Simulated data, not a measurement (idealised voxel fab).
Proc. module: voxel transistor to metal
In the cross-section labelled cut, the width is 190 nm and each square cell is 5 nm.
Heads up, the way a cross-section reads in here is a grid of square cells, handed over as bands from the top down, with every band being one or more rows of cells. Read a band's entry like this: the first values are the height of its top and the height of its bottom in nm, and what follows is the sequence of materials from left to right, each with its width in nm. Note that "empty" is empty space, and that a single material marked "edge to edge" reaches across the band from edge to edge. Height reference: 0 = level under which incoming wafer is all one material. Lowest band: no bottom, runs on downward, e.g. "z 0 and below". Quick explanation for "30 to 40": the width changes in equal steps down the rows of cells, from the first number in the band's top row to the second number in its bottom row. You'll sometimes find "all unchanged" written for a step, and that's the way of saying that nowhere in the cross-section did a cell change during that step. Closed-off voids of 8+ cells (no open route to the top) go in "Tabulated closed voids", written width x height at distance from the left edge, in nm. Past the settings on a step's line: simulator remark, on that step. The setting "overlay nm" may be written on the line of a step. When the step uses a mask, the value reports how far to the right of the planned place the mask lay, and a negative value reports that it lay to the left.
# This section lists the process steps that were planned
1: RECEIVE with material Si
2: OXIDIZE with depth nm 5
3: CONFORMAL_DEP with material SiN, thk nm 15
4: MASKED_ETCH with tone cover, mask id ACTIVE, width nm 105, etch materials SiN, depth nm 15, overlay nm 0
5: MASKED_ETCH with tone cover, mask id ACTIVE, width nm 105, etch materials SiO2, depth nm 5, overlay nm 0
6: MASKED_ETCH with tone cover, mask id ACTIVE, width nm 105, etch materials Si, depth nm 30, overlay nm 0
7: OXIDIZE with depth nm 5
8: FILL_DEP with material SiO2, thk nm 10
9: CMP with height nm 15
10: SELECTIVE_ETCH with etch materials SiO2, depth nm 5
11: STRIP with etch materials SiN
12: SELECTIVE_ETCH with etch materials SiO2, depth nm 5
13: OXIDIZE with depth nm 5
14: DIRECTIONAL_DEP with material polySi, thk nm 20
15: DIRECTIONAL_DEP with material SiCN, thk nm 10
16: MASKED_ETCH with tone cover, mask id GATE, width nm 15, etch materials SiCN, depth nm 20, overlay nm 0
17: MASKED_ETCH with tone cover, mask id GATE, width nm 15, etch materials polySi, depth nm 30, overlay nm 0
18: CONFORMAL_DEP with material SiO2, thk nm 5
19: DIRECTIONAL_ETCH with etch materials SiO2, depth nm 5
20: CONFORMAL_DEP with material SiN, thk nm 5
21: DIRECTIONAL_ETCH with etch materials SiN, depth nm 5
22: DIRECTIONAL_ETCH with etch materials SiO2, depth nm 5
23: DIRECTIONAL_ETCH with etch materials Si, depth nm 15
24: EPI with material nSi, thk nm 15
25: FILL_DEP with material SiO2, thk nm 10
26: CMP with height nm 25
27: DIRECTIONAL_DEP with material SiO2, thk nm 10
28: DIRECTIONAL_DEP with material aC, thk nm 10
29: PATTERN with tone open, mask id CONTACT, material resist, width nm 30, pitch nm 55, thk nm 30, overlay nm 0
30: DIRECTIONAL_ETCH with etch materials aC, depth nm 10
31: STRIP with etch materials resist
32: DIRECTIONAL_ETCH with etch materials SiO2, depth nm 45
33: STRIP with etch materials aC
34: CONFORMAL_DEP with material TiN, thk nm 5
35: FILL_DEP with material W, thk nm 10
36: CMP with height nm 35
37: DIRECTIONAL_DEP with material TiN, thk nm 5
38: DIRECTIONAL_DEP with material Ru, thk nm 15
39: PATTERN with tone cover, mask id METAL_1, material resist, width nm 15, pitch nm 70, thk nm 20, overlay nm 0
40: DIRECTIONAL_ETCH with etch materials Ru, depth nm 15
41: DIRECTIONAL_ETCH with etch materials TiN, depth nm 5
42: STRIP with etch materials resist
43: CONFORMAL_DEP with material SiN, thk nm 5
44: FILL_DEP with material SiO2, thk nm 5
45: CMP with height nm 55
46: CONFORMAL_DEP with material SiCN, thk nm 5
47: DIRECTIONAL_DEP with material SiO2, thk nm 30
48: DIRECTIONAL_DEP with material aC, thk nm 15
49: PATTERN with tone open, mask id METAL_2, material resist, width nm 15, pitch nm 70, thk nm 30, overlay nm 0
50: DIRECTIONAL_ETCH with etch materials aC, depth nm 15
51: STRIP with etch materials resist
52: DIRECTIONAL_ETCH with etch materials SiO2, depth nm 10
53: STRIP with etch materials aC
54: MASKED_ETCH with tone open, mask id METAL_2_HOLES, width nm 15, pitch nm 70, etch materials SiO2, depth nm 10, overlay nm 0
55: MASKED_ETCH with tone open, mask id METAL_2_HOLES, width nm 15, pitch nm 70, etch materials SiCN, depth nm 5, overlay nm 0
56: CONFORMAL_DEP with material TiN, thk nm 5
57: FILL_DEP with material Cu, thk nm 5
58: CMP with height nm 90
59: CONFORMAL_DEP with material SiCN, thk nm 5
It is noted that the wafers described herein are identical at the outset and are distinguished by the depth nm of step 52; the value stated in the plan corresponds to the first wafer.
# As-received cross-section, first of several wafers, post step 1
> z 0 and below = Si edge to edge
> Tabulated closed voids: none
# What follows is a table in which each wafer occupies a row; for the wafer as it stands at the close of the module, the row states, material by material, how many cells have been gained (+) or lost (-) since receipt, and then gives its closed voids
depth nm 10; +6 Cu; +18 Ru; -226 Si; +82 SiCN; +60 SiN; +616 SiO2; +68 TiN; +32 W; +54 nSi; +12 polySi; Tabulated closed voids: none
depth nm 15; +8 Cu; +18 Ru; -226 Si; +82 SiCN; +60 SiN; +610 SiO2; +72 TiN; +32 W; +54 nSi; +12 polySi; Tabulated closed voids: none
depth nm 20; +12 Cu; +18 Ru; -226 Si; +76 SiCN; +60 SiN; +604 SiO2; +80 TiN; +32 W; +54 nSi; +12 polySi; Tabulated closed voids: none
depth nm 25; +12 Cu; +18 Ru; -226 Si; +76 SiCN; +60 SiN; +604 SiO2; +80 TiN; +32 W; +54 nSi; +12 polySi; Tabulated closed voids: none
depth nm 30; +12 Cu; +18 Ru; -226 Si; +76 SiCN; +60 SiN; +604 SiO2; +80 TiN; +32 W; +54 nSi; +12 polySi; Tabulated closed voids: none
depth nm 35; +12 Cu; +18 Ru; -226 Si; +76 SiCN; +60 SiN; +604 SiO2; +80 TiN; +32 W; +54 nSi; +12 polySi; Tabulated closed voids: none
